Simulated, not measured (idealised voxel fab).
A process module follows: voxel released beams.
Square cell edge 5 nm, section width 265 nm, ID cut.
Think of the cross-section as a grid of square cells. We describe it in bands, top to bottom, and each band covers one or more rows of those cells.
Top, bottom (nm), then materials left to right with widths (nm); lone material tagged "edge to edge" fills the whole band edge to edge; "blank" = empty space.
Beneath 0, the wafer as received is one material, and that level is where height counting begins. The lowest band goes on downward without a bottom; it is written like "0 -> down".
So if you see something like "30..40" for the width, read it as the top row of the band sitting at the first number and the bottom row at the second, with every row in between moving by the same amount as the last.
What does "stayed the same" mean for a step? It means no cell of the cross-section changed in that step.
Entry "Sealed-off cavities" = empty spaces >= 8 cells with no open way to the top; each as width x height at distance, distance from left edge, all nm.
Text after the settings on a step's line: the simulator's own remark on that step.
Steps that use a mask can have "overlay nm" on their line. It says how far the mask sat to the right of where it was meant to be. Negative means to the left.

### Here's what the planned process steps look like
1: RECEIVE with material Si
2: CONFORMAL_DEP with material SiN, thk nm 10
3: DIRECTIONAL_DEP with material SiO2, thk nm 15
4: PATTERN with tone open, mask id ANCHOR, material resist, width nm 40, thk nm 15, overlay nm 0
5: DIRECTIONAL_ETCH with etch materials SiO2, depth nm 15
6: STRIP with etch materials resist
7: CONFORMAL_DEP with material W, thk nm 15
8: DIRECTIONAL_DEP with material aC, thk nm 10
9: PATTERN with tone cover, mask id BEAM, material resist, width nm 90, thk nm 30, overlay nm 0
10: DIRECTIONAL_ETCH with etch materials aC, depth nm 10
11: STRIP with etch materials resist
12: DIRECTIONAL_ETCH with etch materials W, depth nm 15
13: STRIP with etch materials aC
14: STRIP with etch materials SiO2

### as received, after step 1
    0 -> down  Si edge to edge
    Sealed-off cavities: none

### First of two wafers at the end of the module, shown in cross-section; run carried out as planned
    40 -> 25  blank 85 nm; W 20 nm; blank 10 nm; W 60 nm; blank 90 nm
    25 -> 10  blank 90 nm; W 40 nm; blank 135 nm
    10 -> 0  SiN edge to edge
    0 -> down  Si edge to edge
    Sealed-off cavities: none

### Wafer two, sectioned after the module: the first wafer's start, the first wafer's plan, and one mistake in how it was run
    40 -> 25  blank 85 nm; W 90 nm; blank 90 nm
    25 -> 15  SiN edge to edge
    15 -> 0  SiO2 edge to edge
    0 -> down  Si edge to edge
    Sealed-off cavities: none
Finding, execution versus plan: steps 2 and 3 run out of order (swapped)
Per the end-of-run cell counts, the second wafer holds more or fewer of some materials than the first: +159 SiO2; -18 W
